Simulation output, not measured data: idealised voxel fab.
Process module under the name voxel transistor to metal
The width of the displayed cross-section, cut, is 190 nm; its cells are square, with a size of 5 nm.
When this document writes out a cross-section, it uses a grid of square cells and lists it as bands, beginning at the top and moving down, with a band standing for one or more rows of cells.
A band entry consists of two parts. The first gives the height of the band's top and the height of its bottom, in nm. The rest lists the band's materials from left to right, each with its width in nm. A single material labelled with the word "edge to edge" fills the band from edge to edge, and the word "empty" marks empty space.
It should be noted that heights are counted from 0, beneath which the wafer as supplied is of one material throughout, and that the lowest band possesses no lower boundary but continues downward, as written in "z 0 and below".
You'd read "30..40" like this: the band's top row of cells is as wide as the first number, its bottom row is as wide as the second, and going down, every row changes width by the same amount as the row before did.
"no change occurred" (step): cross-section cells unchanged, all of them.
"Fully closed voids" specifies each empty space that is not open to the top and that occupies no fewer than 8 cells, using the form width x height at distance, the distance measured from the left edge and all three quantities in nm.
Past the settings on a step's line: simulator remark, on that step.
overlay nm: how far to the right of its planned place the mask lay on this masked step (negative: to the left).

Process steps foreseen in the plan:
1,RECEIVE with material Si
2,OXIDIZE with depth nm 5
3,CONFORMAL_DEP with material SiN, thk nm 15
4,MASKED_ETCH with tone cover, mask id ACTIVE, width nm 100, etch materials SiN, depth nm 15, overlay nm 0
5,MASKED_ETCH with tone cover, mask id ACTIVE, width nm 100, etch materials SiO2, depth nm 5, overlay nm 0
6,MASKED_ETCH with tone cover, mask id ACTIVE, width nm 100, etch materials Si, depth nm 30, overlay nm 0
7,FILL_DEP with material SiO2, thk nm 15
8,CMP with height nm 15
9,SELECTIVE_ETCH with etch materials SiO2, depth nm 5
10,STRIP with etch materials SiN
11,SELECTIVE_ETCH with etch materials SiO2, depth nm 5
12,OXIDIZE with depth nm 5
13,DIRECTIONAL_DEP with material polySi, thk nm 25
14,DIRECTIONAL_DEP with material SiCN, thk nm 15
15,MASKED_ETCH with tone cover, mask id GATE, width nm 20, etch materials SiCN, depth nm 25, overlay nm 0
16,MASKED_ETCH with tone cover, mask id GATE, width nm 20, etch materials polySi, depth nm 35, overlay nm 0
17,CONFORMAL_DEP with material SiN, thk nm 10
18,DIRECTIONAL_ETCH with etch materials SiN, depth nm 10
19,DIRECTIONAL_ETCH with etch materials SiO2, depth nm 5
20,DIRECTIONAL_ETCH with etch materials Si, depth nm 5
21,EPI with material nSi, thk nm 5
22,FILL_DEP with material SiO2, thk nm 5
23,CMP with height nm 35
24,DIRECTIONAL_DEP with material SiO2, thk nm 15
25,MASKED_ETCH with tone open, mask id CONTACT, width nm 20, pitch nm 70, etch materials SiO2, depth nm 60, overlay nm 0
26,CONFORMAL_DEP with material TiN, thk nm 5
27,FILL_DEP with material Ru, thk nm 10
28,CMP with height nm 50
29,DIRECTIONAL_DEP with material TiN, thk nm 5
30,DIRECTIONAL_DEP with material Ru, thk nm 15
31,PATTERN with tone cover, mask id METAL_1, material resist, width nm 20, pitch nm 70, thk nm 20, overlay nm 0
32,DIRECTIONAL_ETCH with etch materials Ru, depth nm 15
33,DIRECTIONAL_ETCH with etch materials TiN, depth nm 5
34,STRIP with etch materials resist
35,CONFORMAL_DEP with material SiN, thk nm 5
36,FILL_DEP with material SiO2, thk nm 5
37,CMP with height nm 70
38,CONFORMAL_DEP with material SiCN, thk nm 5

First of two wafers, with the run carried out as planned:

As-received state of the wafer in cross-section, equivalent to post-step 1:
	z 0 and below  Si edge to edge
	Fully closed voids: none

Step 2 complete: cross-section through the wafer:
	z 0 to -5  SiO2 edge to edge
	Whatever lies below -5 is exactly as it was before.

Step 3 complete: cross-section through the wafer:
	z 15 to 0  SiN edge to edge
	Whatever lies below 0 is exactly as it was before.

Step 4 complete: cross-section through the wafer:
	z 15 to 0  empty: 45 / SiN: 100 / empty: 45
	Whatever lies below 0 is exactly as it was before.

Step 5 complete: cross-section through the wafer:
	z 15 to 0  empty: 45 / SiN: 100 / empty: 45
	z 0 to -5  empty: 45 / SiO2: 100 / empty: 45
	Whatever lies below -5 is exactly as it was before.

Step 6 complete: cross-section through the wafer:
	z 15 to 0  empty: 45 / SiN: 100 / empty: 45
	z 0 to -5  empty: 45 / SiO2: 100 / empty: 45
	z -5 to -35  empty: 45 / Si: 100 / empty: 45
	Whatever lies below -35 is exactly as it was before.

Step 7 complete: cross-section through the wafer:
	z 30 to 15  SiO2 edge to edge
	z 15 to 0  SiO2: 45 / SiN: 100 / SiO2: 45
	z 0 to -5  SiO2 edge to edge
	z -5 to -35  SiO2: 45 / Si: 100 / SiO2: 45
	Whatever lies below -35 is exactly as it was before.

Step 8 complete: cross-section through the wafer:
	z 15 to 0  SiO2: 45 / SiN: 100 / SiO2: 45
	Whatever lies below 0 is exactly as it was before.

Step 9 complete: cross-section through the wafer:
	z 15 to 10  empty: 45 / SiN: 100 / empty: 45
	Whatever lies below 10 is exactly as it was before.

Step 10 complete: cross-section through the wafer:
	z 10 to 0  SiO2: 45 / empty: 100 / SiO2: 45
	Whatever lies below 0 is exactly as it was before.

Step 11 complete: cross-section through the wafer:
	z 5 to -5  SiO2: 40 / empty: 110 / SiO2: 40
	Whatever lies below -5 is exactly as it was before.

Step 12 complete: cross-section through the wafer:
	z 5 to -5  SiO2: 40 / empty: 110 / SiO2: 40
	z -5 to -10  SiO2 edge to edge
	Whatever lies below -10 is exactly as it was before.

Step 13 complete: cross-section through the wafer:
	z 30 to 20  polySi: 40 / empty: 110 / polySi: 40
	z 20 to 5  polySi edge to edge
	z 5 to -5  SiO2: 40 / polySi: 110 / SiO2: 40
	Whatever lies below -5 is exactly as it was before.

Step 14 complete: cross-section through the wafer:
	z 45 to 35  SiCN: 40 / empty: 110 / SiCN: 40
	z 35 to 30  SiCN edge to edge
	z 30 to 20  polySi: 40 / SiCN: 110 / polySi: 40
	Whatever lies below 20 is exactly as it was before.

Step 15 complete: cross-section through the wafer:
	z 35 to 30  empty: 85 / SiCN: 20 / empty: 85
	z 30 to 20  polySi: 40 / empty: 45 / SiCN: 20 / empty: 45 / polySi: 40
	Whatever lies below 20 is exactly as it was before.

Step 16 complete: cross-section through the wafer:
	z 35 to 20  empty: 85 / SiCN: 20 / empty: 85
	z 20 to 5  empty: 85 / polySi: 20 / empty: 85
	z 5 to -5  SiO2: 40 / empty: 45 / polySi: 20 / empty: 45 / SiO2: 40
	Whatever lies below -5 is exactly as it was before.

Step 17 complete: cross-section through the wafer:
	z 45 to 35  empty: 75 / SiN: 40 / empty: 75
	z 35 to 20  empty: 75 / SiN: 10 / SiCN: 20 / SiN: 10 / empty: 75
	z 20 to 15  empty: 75 / SiN: 10 / polySi: 20 / SiN: 10 / empty: 75
	z 15 to 5  SiN: 50 / empty: 25 / SiN: 10 / polySi: 20 / SiN: 10 / empty: 25 / SiN: 50
	z 5 to -5  SiO2: 40 / SiN: 45 / polySi: 20 / SiN: 45 / SiO2: 40
	Whatever lies below -5 is exactly as it was before.

Step 18 complete: cross-section through the wafer:
	z 35 to 20  empty: 75 / SiN: 10 / SiCN: 20 / SiN: 10 / empty: 75
	z 20 to 5  empty: 75 / SiN: 10 / polySi: 20 / SiN: 10 / empty: 75
	z 5 to -5  SiO2: 40 / SiN: 10 / empty: 25 / SiN: 10 / polySi: 20 / SiN: 10 / empty: 25 / SiN: 10 / SiO2: 40
	Whatever lies below -5 is exactly as it was before.

Step 19 complete: cross-section through the wafer:
	z 35 to 20  empty: 75 / SiN: 10 / SiCN: 20 / SiN: 10 / empty: 75
	z 20 to 5  empty: 75 / SiN: 10 / polySi: 20 / SiN: 10 / empty: 75
	z 5 to 0  empty: 40 / SiN: 10 / empty: 25 / SiN: 10 / polySi: 20 / SiN: 10 / empty: 25 / SiN: 10 / empty: 40
	z 0 to -5  SiO2: 40 / SiN: 10 / empty: 25 / SiN: 10 / polySi: 20 / SiN: 10 / empty: 25 / SiN: 10 / SiO2: 40
	z -5 to -10  SiO2: 50 / empty: 25 / SiO2: 40 / empty: 25 / SiO2: 50
	Whatever lies below -10 is exactly as it was before.

Step 20 complete: cross-section through the wafer:
	z 35 to 20  empty: 75 / SiN: 10 / SiCN: 20 / SiN: 10 / empty: 75
	z 20 to 5  empty: 75 / SiN: 10 / polySi: 20 / SiN: 10 / empty: 75
	z 5 to 0  empty: 40 / SiN: 10 / empty: 25 / SiN: 10 / polySi: 20 / SiN: 10 / empty: 25 / SiN: 10 / empty: 40
	z 0 to -5  SiO2: 40 / SiN: 10 / empty: 25 / SiN: 10 / polySi: 20 / SiN: 10 / empty: 25 / SiN: 10 / SiO2: 40
	z -5 to -10  SiO2: 50 / empty: 25 / SiO2: 40 / empty: 25 / SiO2: 50
	z -10 to -15  SiO2: 45 / Si: 5 / empty: 25 / Si: 40 / empty: 25 / Si: 5 / SiO2: 45
	Whatever lies below -15 is exactly as it was before.

Step 21 complete: cross-section through the wafer:
	z 35 to 20  empty: 75 / SiN: 10 / SiCN: 20 / SiN: 10 / empty: 75
	z 20 to 5  empty: 75 / SiN: 10 / polySi: 20 / SiN: 10 / empty: 75
	z 5 to 0  empty: 40 / SiN: 10 / empty: 25 / SiN: 10 / polySi: 20 / SiN: 10 / empty: 25 / SiN: 10 / empty: 40
	z 0 to -5  SiO2: 40 / SiN: 10 / empty: 25 / SiN: 10 / polySi: 20 / SiN: 10 / empty: 25 / SiN: 10 / SiO2: 40
	z -5 to -10  SiO2: 50 / nSi: 5 / empty: 15 / nSi: 5 / SiO2: 40 / nSi: 5 / empty: 15 / nSi: 5 / SiO2: 50
	z -10 to -15  SiO2: 45 / Si: 5 / nSi: 25 / Si: 40 / nSi: 25 / Si: 5 / SiO2: 45
	Whatever lies below -15 is exactly as it was before.

Step 22 complete: cross-section through the wafer:
	z 40 to 35  SiO2 edge to edge
	z 35 to 20  SiO2: 75 / SiN: 10 / SiCN: 20 / SiN: 10 / SiO2: 75
	z 20 to 5  SiO2: 75 / SiN: 10 / polySi: 20 / SiN: 10 / SiO2: 75
	z 5 to -5  SiO2: 40 / SiN: 10 / SiO2: 25 / SiN: 10 / polySi: 20 / SiN: 10 / SiO2: 25 / SiN: 10 / SiO2: 40
	z -5 to -10  SiO2: 50 / nSi: 5 / SiO2: 15 / nSi: 5 / SiO2: 40 / nSi: 5 / SiO2: 15 / nSi: 5 / SiO2: 50
	Whatever lies below -10 is exactly as it was before.

Step 23 complete: cross-section through the wafer:
	z 35 to 20  SiO2: 75 / SiN: 10 / SiCN: 20 / SiN: 10 / SiO2: 75
	Whatever lies below 20 is exactly as it was before.

Step 24 complete: cross-section through the wafer:
	z 50 to 35  SiO2 edge to edge
	Whatever lies below 35 is exactly as it was before.

Step 25 complete: cross-section through the wafer:
	z 50 to 35  SiO2: 50 / empty: 20 / SiO2: 50 / empty: 20 / SiO2: 50
	z 35 to 20  SiO2: 50 / empty: 20 / SiO2: 5 / SiN: 10 / SiCN: 20 / SiN: 10 / SiO2: 5 / empty: 20 / SiO2: 50
	z 20 to 5  SiO2: 50 / empty: 20 / SiO2: 5 / SiN: 10 / polySi: 20 / SiN: 10 / SiO2: 5 / empty: 20 / SiO2: 50
	z 5 to -5  SiO2: 40 / SiN: 10 / empty: 20 / SiO2: 5 / SiN: 10 / polySi: 20 / SiN: 10 / SiO2: 5 / empty: 20 / SiN: 10 / SiO2: 40
	z -5 to -10  SiO2: 50 / nSi: 5 / empty: 15 / nSi: 5 / SiO2: 40 / nSi: 5 / empty: 15 / nSi: 5 / SiO2: 50
	Whatever lies below -10 is exactly as it was before.

Step 26 complete: cross-section through the wafer:
	z 55 to 50  TiN: 55 / empty: 10 / TiN: 60 / empty: 10 / TiN: 55
	z 50 to 35  SiO2: 50 / TiN: 5 / empty: 10 / TiN: 5 / SiO2: 50 / TiN: 5 / empty: 10 / TiN: 5 / SiO2: 50
	z 35 to 20  SiO2: 50 / TiN: 5 / empty: 10 / TiN: 5 / SiO2: 5 / SiN: 10 / SiCN: 20 / SiN: 10 / SiO2: 5 / TiN: 5 / empty: 10 / TiN: 5 / SiO2: 50
	z 20 to 5  SiO2: 50 / TiN: 5 / empty: 10 / TiN: 5 / SiO2: 5 / SiN: 10 / polySi: 20 / SiN: 10 / SiO2: 5 / TiN: 5 / empty: 10 / TiN: 5 / SiO2: 50
	z 5 to -5  SiO2: 40 / SiN: 10 / TiN: 5..10 / empty: 10..5 / TiN: 5 / SiO2: 5 / SiN: 10 / polySi: 20 / SiN: 10 / SiO2: 5 / TiN: 5 / empty: 10..5 / TiN: 5..10 / SiN: 10 / SiO2: 40
	z -5 to -10  SiO2: 50 / nSi: 5 / TiN: 15 / nSi: 5 / SiO2: 40 / nSi: 5 / TiN: 15 / nSi: 5 / SiO2: 50
	Whatever lies below -10 is exactly as it was before.

Step 27 complete: cross-section through the wafer:
	z 65 to 55  Ru edge to edge
	z 55 to 50  TiN: 55 / Ru: 10 / TiN: 60 / Ru: 10 / TiN: 55
	z 50 to 35  SiO2: 50 / TiN: 5 / Ru: 10 / TiN: 5 / SiO2: 50 / TiN: 5 / Ru: 10 / TiN: 5 / SiO2: 50
	z 35 to 20  SiO2: 50 / TiN: 5 / Ru: 10 / TiN: 5 / SiO2: 5 / SiN: 10 / SiCN: 20 / SiN: 10 / SiO2: 5 / TiN: 5 / Ru: 10 / TiN: 5 / SiO2: 50
	z 20 to 5  SiO2: 50 / TiN: 5 / Ru: 10 / TiN: 5 / SiO2: 5 / SiN: 10 / polySi: 20 / SiN: 10 / SiO2: 5 / TiN: 5 / Ru: 10 / TiN: 5 / SiO2: 50
	z 5 to -5  SiO2: 40 / SiN: 10 / TiN: 5..10 / Ru: 10..5 / TiN: 5 / SiO2: 5 / SiN: 10 / polySi: 20 / SiN: 10 / SiO2: 5 / TiN: 5 / Ru: 10..5 / TiN: 5..10 / SiN: 10 / SiO2: 40
	Whatever lies below -5 is exactly as it was before.

Step 28 complete: cross-section through the wafer:
	z 50 to 35  SiO2: 50 / TiN: 5 / Ru: 10 / TiN: 5 / SiO2: 50 / TiN: 5 / Ru: 10 / TiN: 5 / SiO2: 50
	Whatever lies below 35 is exactly as it was before.

Step 29 complete: cross-section through the wafer:
	z 55 to 50  TiN edge to edge
	Whatever lies below 50 is exactly as it was before.

Step 30 complete: cross-section through the wafer:
	z 70 to 55  Ru edge to edge
	Whatever lies below 55 is exactly as it was before.

Step 31 complete: cross-section through the wafer:
	z 90 to 70  empty: 50 / resist: 20 / empty: 50 / resist: 20 / empty: 50
	Whatever lies below 70 is exactly as it was before.

Step 32 complete: cross-section through the wafer:
	z 90 to 70  empty: 50 / resist: 20 / empty: 50 / resist: 20 / empty: 50
	z 70 to 55  empty: 50 / Ru: 20 / empty: 50 / Ru: 20 / empty: 50
	Whatever lies below 55 is exactly as it was before.

Step 33 complete: cross-section through the wafer:
	z 90 to 70  empty: 50 / resist: 20 / empty: 50 / resist: 20 / empty: 50
	z 70 to 55  empty: 50 / Ru: 20 / empty: 50 / Ru: 20 / empty: 50
	z 55 to 50  empty: 50 / TiN: 20 / empty: 50 / TiN: 20 / empty: 50
	Whatever lies below 50 is exactly as it was before.

Step 34 complete: cross-section through the wafer:
	z 70 to 55  empty: 50 / Ru: 20 / empty: 50 / Ru: 20 / empty: 50
	Whatever lies below 55 is exactly as it was before.

Step 35 complete: cross-section through the wafer:
	z 75 to 70  empty: 45 / SiN: 30 / empty: 40 / SiN: 30 / empty: 45
	z 70 to 55  empty: 45 / SiN: 5 / Ru: 20 / SiN: 5 / empty: 40 / SiN: 5 / Ru: 20 / SiN: 5 / empty: 45
	z 55 to 50  SiN: 50 / TiN: 20 / SiN: 50 / TiN: 20 / SiN: 50
	Whatever lies below 50 is exactly as it was before.

Step 36 complete: cross-section through the wafer:
	z 80 to 75  SiO2 edge to edge
	z 75 to 70  SiO2: 45 / SiN: 30 / SiO2: 40 / SiN: 30 / SiO2: 45
	z 70 to 55  SiO2: 45 / SiN: 5 / Ru: 20 / SiN: 5 / SiO2: 40 / SiN: 5 / Ru: 20 / SiN: 5 / SiO2: 45
	Whatever lies below 55 is exactly as it was before.

Step 37 complete: cross-section through the wafer:
	z 70 to 55  SiO2: 45 / SiN: 5 / Ru: 20 / SiN: 5 / SiO2: 40 / SiN: 5 / Ru: 20 / SiN: 5 / SiO2: 45
	Whatever lies below 55 is exactly as it was before.

Step 38 complete: cross-section through the wafer:
	z 75 to 70  SiCN edge to edge
	Whatever lies below 70 is exactly as it was before.

Second wafer, same starting conditions and recipe as the first, one mistake in executing it, nothing differs from the first up to and including step 5:

Second wafer at the planned finish of step 6, seen in cross-section:
	z 15 to 0  empty: 45 / SiN: 100 / empty: 45
	z 0 to -5  empty: 45 / SiO2: 100 / empty: 45
	z -5 to -40  empty: 45 / Si: 100 / empty: 45
	Whatever lies below -40 is exactly as it was before.

Second wafer at the planned finish of step 7, seen in cross-section:
	z 30 to 15  SiO2 edge to edge
	z 15 to 0  SiO2: 45 / SiN: 100 / SiO2: 45
	z 0 to -5  SiO2 edge to edge
	z -5 to -40  SiO2: 45 / Si: 100 / SiO2: 45
	Whatever lies below -40 is exactly as it was before.

Second wafer at the planned finish of step 8, seen in cross-section:
	z 15 to 0  SiO2: 45 / SiN: 100 / SiO2: 45
	Whatever lies below 0 is exactly as it was before.

Second wafer at the planned finish of step 9, seen in cross-section:
	z 15 to 10  empty: 45 / SiN: 100 / empty: 45
	Whatever lies below 10 is exactly as it was before.

Second wafer at the planned finish of step 10, seen in cross-section:
	z 10 to 0  SiO2: 45 / empty: 100 / SiO2: 45
	Whatever lies below 0 is exactly as it was before.

Second wafer at the planned finish of step 11, seen in cross-section:
	z 5 to -5  SiO2: 40 / empty: 110 / SiO2: 40
	Whatever lies below -5 is exactly as it was before.

Second wafer at the planned finish of step 12, seen in cross-section:
	z 5 to -5  SiO2: 40 / empty: 110 / SiO2: 40
	z -5 to -10  SiO2 edge to edge
	Whatever lies below -10 is exactly as it was before.

Second wafer at the planned finish of step 13, seen in cross-section:
	z 30 to 20  polySi: 40 / empty: 110 / polySi: 40
	z 20 to 5  polySi edge to edge
	z 5 to -5  SiO2: 40 / polySi: 110 / SiO2: 40
	Whatever lies below -5 is exactly as it was before.

Second wafer at the planned finish of step 14, seen in cross-section:
	z 45 to 35  SiCN: 40 / empty: 110 / SiCN: 40
	z 35 to 30  SiCN edge to edge
	z 30 to 20  polySi: 40 / SiCN: 110 / polySi: 40
	Whatever lies below 20 is exactly as it was before.

Second wafer at the planned finish of step 15, seen in cross-section:
	z 35 to 30  empty: 85 / SiCN: 20 / empty: 85
	z 30 to 20  polySi: 40 / empty: 45 / SiCN: 20 / empty: 45 / polySi: 40
	Whatever lies below 20 is exactly as it was before.

Second wafer at the planned finish of step 16, seen in cross-section:
	z 35 to 20  empty: 85 / SiCN: 20 / empty: 85
	z 20 to 5  empty: 85 / polySi: 20 / empty: 85
	z 5 to -5  SiO2: 40 / empty: 45 / polySi: 20 / empty: 45 / SiO2: 40
	Whatever lies below -5 is exactly as it was before.

Second wafer at the planned finish of step 17, seen in cross-section:
	z 45 to 35  empty: 75 / SiN: 40 / empty: 75
	z 35 to 20  empty: 75 / SiN: 10 / SiCN: 20 / SiN: 10 / empty: 75
	z 20 to 15  empty: 75 / SiN: 10 / polySi: 20 / SiN: 10 / empty: 75
	z 15 to 5  SiN: 50 / empty: 25 / SiN: 10 / polySi: 20 / SiN: 10 / empty: 25 / SiN: 50
	z 5 to -5  SiO2: 40 / SiN: 45 / polySi: 20 / SiN: 45 / SiO2: 40
	Whatever lies below -5 is exactly as it was before.

Second wafer at the planned finish of step 18, seen in cross-section:
	z 35 to 20  empty: 75 / SiN: 10 / SiCN: 20 / SiN: 10 / empty: 75
	z 20 to 5  empty: 75 / SiN: 10 / polySi: 20 / SiN: 10 / empty: 75
	z 5 to -5  SiO2: 40 / SiN: 10 / empty: 25 / SiN: 10 / polySi: 20 / SiN: 10 / empty: 25 / SiN: 10 / SiO2: 40
	Whatever lies below -5 is exactly as it was before.

Second wafer at the planned finish of step 19, seen in cross-section:
	z 35 to 20  empty: 75 / SiN: 10 / SiCN: 20 / SiN: 10 / empty: 75
	z 20 to 5  empty: 75 / SiN: 10 / polySi: 20 / SiN: 10 / empty: 75
	z 5 to 0  empty: 40 / SiN: 10 / empty: 25 / SiN: 10 / polySi: 20 / SiN: 10 / empty: 25 / SiN: 10 / empty: 40
	z 0 to -5  SiO2: 40 / SiN: 10 / empty: 25 / SiN: 10 / polySi: 20 / SiN: 10 / empty: 25 / SiN: 10 / SiO2: 40
	z -5 to -10  SiO2: 50 / empty: 25 / SiO2: 40 / empty: 25 / SiO2: 50
	Whatever lies below -10 is exactly as it was before.

Second wafer at the planned finish of step 20, seen in cross-section:
	z 35 to 20  empty: 75 / SiN: 10 / SiCN: 20 / SiN: 10 / empty: 75
	z 20 to 5  empty: 75 / SiN: 10 / polySi: 20 / SiN: 10 / empty: 75
	z 5 to 0  empty: 40 / SiN: 10 / empty: 25 / SiN: 10 / polySi: 20 / SiN: 10 / empty: 25 / SiN: 10 / empty: 40
	z 0 to -5  SiO2: 40 / SiN: 10 / empty: 25 / SiN: 10 / polySi: 20 / SiN: 10 / empty: 25 / SiN: 10 / SiO2: 40
	z -5 to -10  SiO2: 50 / empty: 25 / SiO2: 40 / empty: 25 / SiO2: 50
	z -10 to -15  SiO2: 45 / Si: 5 / empty: 25 / Si: 40 / empty: 25 / Si: 5 / SiO2: 45
	Whatever lies below -15 is exactly as it was before.

Second wafer at the planned finish of step 21, seen in cross-section:
	z 35 to 20  empty: 75 / SiN: 10 / SiCN: 20 / SiN: 10 / empty: 75
	z 20 to 5  empty: 75 / SiN: 10 / polySi: 20 / SiN: 10 / empty: 75
	z 5 to 0  empty: 40 / SiN: 10 / empty: 25 / SiN: 10 / polySi: 20 / SiN: 10 / empty: 25 / SiN: 10 / empty: 40
	z 0 to -5  SiO2: 40 / SiN: 10 / empty: 25 / SiN: 10 / polySi: 20 / SiN: 10 / empty: 25 / SiN: 10 / SiO2: 40
	z -5 to -10  SiO2: 50 / nSi: 5 / empty: 15 / nSi: 5 / SiO2: 40 / nSi: 5 / empty: 15 / nSi: 5 / SiO2: 50
	z -10 to -15  SiO2: 45 / Si: 5 / nSi: 25 / Si: 40 / nSi: 25 / Si: 5 / SiO2: 45
	Whatever lies below -15 is exactly as it was before.

Second wafer at the planned finish of step 22, seen in cross-section:
	z 40 to 35  SiO2 edge to edge
	z 35 to 20  SiO2: 75 / SiN: 10 / SiCN: 20 / SiN: 10 / SiO2: 75
	z 20 to 5  SiO2: 75 / SiN: 10 / polySi: 20 / SiN: 10 / SiO2: 75
	z 5 to -5  SiO2: 40 / SiN: 10 / SiO2: 25 / SiN: 10 / polySi: 20 / SiN: 10 / SiO2: 25 / SiN: 10 / SiO2: 40
	z -5 to -10  SiO2: 50 / nSi: 5 / SiO2: 15 / nSi: 5 / SiO2: 40 / nSi: 5 / SiO2: 15 / nSi: 5 / SiO2: 50
	Whatever lies below -10 is exactly as it was before.

Second wafer at the planned finish of step 23, seen in cross-section:
	z 35 to 20  SiO2: 75 / SiN: 10 / SiCN: 20 / SiN: 10 / SiO2: 75
	Whatever lies below 20 is exactly as it was before.

Second wafer at the planned finish of step 24, seen in cross-section:
	z 50 to 35  SiO2 edge to edge
	Whatever lies below 35 is exactly as it was before.

Second wafer at the planned finish of step 25, seen in cross-section:
	z 50 to 35  SiO2: 50 / empty: 20 / SiO2: 50 / empty: 20 / SiO2: 50
	z 35 to 20  SiO2: 50 / empty: 20 / SiO2: 5 / SiN: 10 / SiCN: 20 / SiN: 10 / SiO2: 5 / empty: 20 / SiO2: 50
	z 20 to 5  SiO2: 50 / empty: 20 / SiO2: 5 / SiN: 10 / polySi: 20 / SiN: 10 / SiO2: 5 / empty: 20 / SiO2: 50
	z 5 to -5  SiO2: 40 / SiN: 10 / empty: 20 / SiO2: 5 / SiN: 10 / polySi: 20 / SiN: 10 / SiO2: 5 / empty: 20 / SiN: 10 / SiO2: 40
	z -5 to -10  SiO2: 50 / nSi: 5 / empty: 15 / nSi: 5 / SiO2: 40 / nSi: 5 / empty: 15 / nSi: 5 / SiO2: 50
	Whatever lies below -10 is exactly as it was before.

Second wafer at the planned finish of step 26, seen in cross-section:
	z 55 to 50  TiN: 55 / empty: 10 / TiN: 60 / empty: 10 / TiN: 55
	z 50 to 35  SiO2: 50 / TiN: 5 / empty: 10 / TiN: 5 / SiO2: 50 / TiN: 5 / empty: 10 / TiN: 5 / SiO2: 50
	z 35 to 20  SiO2: 50 / TiN: 5 / empty: 10 / TiN: 5 / SiO2: 5 / SiN: 10 / SiCN: 20 / SiN: 10 / SiO2: 5 / TiN: 5 / empty: 10 / TiN: 5 / SiO2: 50
	z 20 to 5  SiO2: 50 / TiN: 5 / empty: 10 / TiN: 5 / SiO2: 5 / SiN: 10 / polySi: 20 / SiN: 10 / SiO2: 5 / TiN: 5 / empty: 10 / TiN: 5 / SiO2: 50
	z 5 to -5  SiO2: 40 / SiN: 10 / TiN: 5..10 / empty: 10..5 / TiN: 5 / SiO2: 5 / SiN: 10 / polySi: 20 / SiN: 10 / SiO2: 5 / TiN: 5 / empty: 10..5 / TiN: 5..10 / SiN: 10 / SiO2: 40
	z -5 to -10  SiO2: 50 / nSi: 5 / TiN: 15 / nSi: 5 / SiO2: 40 / nSi: 5 / TiN: 15 / nSi: 5 / SiO2: 50
	Whatever lies below -10 is exactly as it was before.

Second wafer at the planned finish of step 27, seen in cross-section:
	z 65 to 55  Ru edge to edge
	z 55 to 50  TiN: 55 / Ru: 10 / TiN: 60 / Ru: 10 / TiN: 55
	z 50 to 35  SiO2: 50 / TiN: 5 / Ru: 10 / TiN: 5 / SiO2: 50 / TiN: 5 / Ru: 10 / TiN: 5 / SiO2: 50
	z 35 to 20  SiO2: 50 / TiN: 5 / Ru: 10 / TiN: 5 / SiO2: 5 / SiN: 10 / SiCN: 20 / SiN: 10 / SiO2: 5 / TiN: 5 / Ru: 10 / TiN: 5 / SiO2: 50
	z 20 to 5  SiO2: 50 / TiN: 5 / Ru: 10 / TiN: 5 / SiO2: 5 / SiN: 10 / polySi: 20 / SiN: 10 / SiO2: 5 / TiN: 5 / Ru: 10 / TiN: 5 / SiO2: 50
	z 5 to -5  SiO2: 40 / SiN: 10 / TiN: 5..10 / Ru: 10..5 / TiN: 5 / SiO2: 5 / SiN: 10 / polySi: 20 / SiN: 10 / SiO2: 5 / TiN: 5 / Ru: 10..5 / TiN: 5..10 / SiN: 10 / SiO2: 40
	Whatever lies below -5 is exactly as it was before.

Second wafer at the planned finish of step 28, seen in cross-section:
	z 50 to 35  SiO2: 50 / TiN: 5 / Ru: 10 / TiN: 5 / SiO2: 50 / TiN: 5 / Ru: 10 / TiN: 5 / SiO2: 50
	Whatever lies below 35 is exactly as it was before.

Second wafer at the planned finish of step 29, seen in cross-section:
	z 55 to 50  TiN edge to edge
	Whatever lies below 50 is exactly as it was before.

Second wafer at the planned finish of step 30, seen in cross-section:
	z 70 to 55  Ru edge to edge
	Whatever lies below 55 is exactly as it was before.

Second wafer at the planned finish of step 31, seen in cross-section:
	z 90 to 70  empty: 50 / resist: 20 / empty: 50 / resist: 20 / empty: 50
	Whatever lies below 70 is exactly as it was before.

Second wafer at the planned finish of step 32, seen in cross-section:
	z 90 to 70  empty: 50 / resist: 20 / empty: 50 / resist: 20 / empty: 50
	z 70 to 55  empty: 50 / Ru: 20 / empty: 50 / Ru: 20 / empty: 50
	Whatever lies below 55 is exactly as it was before.

Second wafer at the planned finish of step 33, seen in cross-section:
	z 90 to 70  empty: 50 / resist: 20 / empty: 50 / resist: 20 / empty: 50
	z 70 to 55  empty: 50 / Ru: 20 / empty: 50 / Ru: 20 / empty: 50
	z 55 to 50  empty: 50 / TiN: 20 / empty: 50 / TiN: 20 / empty: 50
	Whatever lies below 50 is exactly as it was before.

Second wafer at the planned finish of step 34, seen in cross-section:
	z 70 to 55  empty: 50 / Ru: 20 / empty: 50 / Ru: 20 / empty: 50
	Whatever lies below 55 is exactly as it was before.

Second wafer at the planned finish of step 35, seen in cross-section:
	z 75 to 70  empty: 45 / SiN: 30 / empty: 40 / SiN: 30 / empty: 45
	z 70 to 55  empty: 45 / SiN: 5 / Ru: 20 / SiN: 5 / empty: 40 / SiN: 5 / Ru: 20 / SiN: 5 / empty: 45
	z 55 to 50  SiN: 50 / TiN: 20 / SiN: 50 / TiN: 20 / SiN: 50
	Whatever lies below 50 is exactly as it was before.

Second wafer at the planned finish of step 36, seen in cross-section:
	z 80 to 75  SiO2 edge to edge
	z 75 to 70  SiO2: 45 / SiN: 30 / SiO2: 40 / SiN: 30 / SiO2: 45
	z 70 to 55  SiO2: 45 / SiN: 5 / Ru: 20 / SiN: 5 / SiO2: 40 / SiN: 5 / Ru: 20 / SiN: 5 / SiO2: 45
	Whatever lies below 55 is exactly as it was before.

Second wafer at the planned finish of step 37, seen in cross-section:
	z 70 to 55  SiO2: 45 / SiN: 5 / Ru: 20 / SiN: 5 / SiO2: 40 / SiN: 5 / Ru: 20 / SiN: 5 / SiO2: 45
	Whatever lies below 55 is exactly as it was before.

Second wafer at the planned finish of step 38, seen in cross-section:
	z 75 to 70  SiCN edge to edge
	Whatever lies below 70 is exactly as it was before.
What broke from the plan during processing? planned and actual differ for step 6; actual: MASKED_ETCH with tone cover, mask id ACTIVE, width nm 100, etch materials Si, depth nm 35, overlay nm 0
The second wafer ends with more or fewer cells of some materials than the first, per final count: Si -18 | SiO2 +18
